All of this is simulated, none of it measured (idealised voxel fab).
Process module heading - voxel self aligned vias
Each square cell in cross-section cut measures 5 nm, and the section as a whole is 280 nm wide.
A cross-section in this document is a grid of square cells, and it is written down as bands, the top band listed before the ones below it; a band is made up of one or more rows of cells. Read a band's entry like this: the first values are the height of its top and the height of its bottom in nm, and what follows is the sequence of materials from left to right, each with its width in nm. Note that "blank" is empty space, and that a single material marked "all across" reaches across the band from edge to edge. Below 0: as-received wafer, all one material; heights counted from there. Lowest band: no bottom, goes on down, written "0..down". Read "30..40" as a graded width: first number on top, second number at the bottom, same change between each pair of neighbouring rows. The designation "no change occurred", where it is given for a processing step, indicates that no cell of the cross-section was altered in the course of that step. Look at "Enclosed internal cavities" for the closed voids: empty spaces with no open path to the top, sized 8 cells or up. Each is width x height at distance, distance from the left edge, all nm. On a step's line, text after the settings is the simulator commenting on that step. "overlay nm" answers the question of how far to the right of plan the mask lay on a step that has a mask, and when it is negative the answer is to the left.
### The steps planned for the process are as follows
step 1: RECEIVE: material Si
step 2: CONFORMAL_DEP: material SiO2, thk nm 10
step 3: CONFORMAL_DEP: material SiCN, thk nm 5
step 4: DIRECTIONAL_DEP: material SiO2, thk nm 30
step 5: MASKED_ETCH: tone open, mask id LINES, width nm 25, pitch nm 75, etch materials SiO2, depth nm 30, overlay nm 0
step 6: CONFORMAL_DEP: material TiN, thk nm 5
step 7: FILL_DEP: material W, thk nm 10
step 8: CMP: height nm 45
step 9: SELECTIVE_ETCH: etch materials W Ru TiN, depth nm 5
step 10: FILL_DEP: material SiN, thk nm 10
step 11: CMP: height nm 45
step 12: DIRECTIONAL_DEP: material SiO2, thk nm 15
step 13: PATTERN: tone open, mask id VIAS, material resist, width nm 45, thk nm 20, overlay nm 0
step 14: DIRECTIONAL_ETCH: etch materials SiO2, depth nm 15
step 15: DIRECTIONAL_ETCH: etch materials SiN, depth nm 5
step 16: STRIP: etch materials resist
step 17: CONFORMAL_DEP: material TiN, thk nm 5
step 18: FILL_DEP: material Cu, thk nm 10
step 19: CMP: height nm 60
step 20: CONFORMAL_DEP: material SiCN, thk nm 5
### as received, after step 1
  0..down  Si all across
  Enclosed internal cavities: none
### Wafer cross-section at end of module: start and plan as shown above, one execution error
  65..60  SiCN all across
  60..50  80 SiO2, 5 TiN, 35 Cu, 5 TiN, 155 SiO2
  50..45  80 SiO2, 45 TiN, 155 SiO2
  45..40  90 SiO2, 5 TiN, 15 Cu, 5 TiN, 50 SiO2, 5 SiN, 15 Cu, 5 SiN, 90 SiO2
  40..20  90 SiO2, 5 TiN, 15 Cu, 5 TiN, 50 SiO2, 5 TiN, 15 Cu, 5 TiN, 90 SiO2
  20..15  90 SiO2, 25 TiN, 50 SiO2, 25 TiN, 90 SiO2
  15..10  SiCN all across
  10..0  SiO2 all across
  0..down  Si all across
  Enclosed internal cavities: none
What broke from the plan during processing? planned and actual differ for step 7; actual: FILL_DEP: material Cu, thk nm 10
